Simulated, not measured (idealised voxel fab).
process module | voxel air gaps
cross-section cut | 250 nm wide | cells 5 nm
A cross-section is a grid of square cells, given in bands from the top down. A band is one or more rows of cells.
Each band's line starts with the height of the band's top and of its bottom, in nm. Then come its materials from left to right, each with its width in nm. One material with "throughout" fills the band from edge to edge. "air" is empty space.
Height 0 is the level under which the wafer as received is all one material. The lowest band goes on downwards, as in "0 down".
A width such as "30 to 40" changes by the same amount from each row of cells to the next, from the band's top row to its bottom row.
"no change" after a step means that no cell of the cross-section changed.
closed voids: empty space of 8 cells or more with no open way to the top, each as width x height at its distance from the left edge, in nm
after a step's settings: what the simulator itself notes on the step
overlay nm, on a step with a mask: how far to the right of its planned place the mask lay; to the left if negative
plan
1 op RECEIVE | material Si
2 op CONFORMAL_DEP | material SiO2 | thk nm 10
3 op CONFORMAL_DEP | material SiN | thk nm 5
4 op DIRECTIONAL_DEP | material SiO2 | thk nm 30
5 op PATTERN | tone open | mask id LINES | material resist | width nm 25 | pitch nm 55 | thk nm 20 | overlay nm 0
6 op DIRECTIONAL_ETCH | etch materials SiO2 | depth nm 30
7 op STRIP | etch materials resist
8 op CONFORMAL_DEP | material TiN | thk nm 5
9 op FILL_DEP | material W | thk nm 5
10 op CMP | height nm 45
11 op EPI | material Ru | thk nm 10
12 op SELECTIVE_ETCH | etch materials SiO2 | depth nm 40
13 op CONFORMAL_DEP | material SiCN | thk nm 5
as received, after step 1
  0 down: Si throughout
  closed voids: none
first wafer at the end, as planned
  60 to 55: air 15 | SiCN 220 | air 15
  55 to 45: air 15 | SiCN 5 | Ru 45 | SiCN 10 | Ru 45 | SiCN 10 | Ru 45 | SiCN 10 | Ru 45 | SiCN 5 | air 15
  45 to 40: air 15 | SiCN 15 | TiN 5 | W 15 | TiN 5 | SiCN 30 | TiN 5 | W 15 | TiN 5 | SiCN 30 | TiN 5 | W 15 | TiN 5 | SiCN 30 | TiN 5 | W 15 | TiN 5 | SiCN 15 | air 15
  40 to 20: air 25 | SiCN 5 | TiN 5 | W 15 | TiN 5 | SiCN 5 | air 20 | SiCN 5 | TiN 5 | W 15 | TiN 5 | SiCN 5 | air 20 | SiCN 5 | TiN 5 | W 15 | TiN 5 | SiCN 5 | air 20 | SiCN 5 | TiN 5 | W 15 | TiN 5 | SiCN 5 | air 25
  20 to 15: SiCN 30 | TiN 25 | SiCN 30 | TiN 25 | SiCN 30 | TiN 25 | SiCN 30 | TiN 25 | SiCN 30
  15 to 10: SiN throughout
  10 to 0: SiO2 throughout
  0 down: Si throughout
  closed voids: 20 x 20 at 60; 20 x 20 at 115; 20 x 20 at 170
second wafer at the end: like start, like plan, one mistake
  70 to 65: air 5 | SiCN 240 | air 5
  65 to 45: air 5 | SiCN 5 | Ru 230 | SiCN 5 | air 5
  45 to 40: air 5 | SiCN 25 | TiN 5 | W 15 | TiN 5 | SiO2 30 | TiN 5 | W 15 | TiN 5 | SiO2 30 | TiN 5 | W 15 | TiN 5 | SiO2 30 | TiN 5 | W 15 | TiN 5 | SiCN 25 | air 5
  40 to 20: air 25 | SiCN 5 | TiN 5 | W 15 | TiN 5 | SiO2 30 | TiN 5 | W 15 | TiN 5 | SiO2 30 | TiN 5 | W 15 | TiN 5 | SiO2 30 | TiN 5 | W 15 | TiN 5 | SiCN 5 | air 25
  20 to 15: SiCN 30 | TiN 25 | SiO2 30 | TiN 25 | SiO2 30 | TiN 25 | SiO2 30 | TiN 25 | SiCN 30
  15 to 10: SiN throughout
  10 to 0: SiO2 throughout
  0 down: Si throughout
  closed voids: none
what went wrong: step 11 was run twice
at the end the second wafer has, in cells: 112 more of Ru | 60 fewer of SiCN | 108 more of SiO2
closed voids at the end (first wafer, second wafer): 3, 0
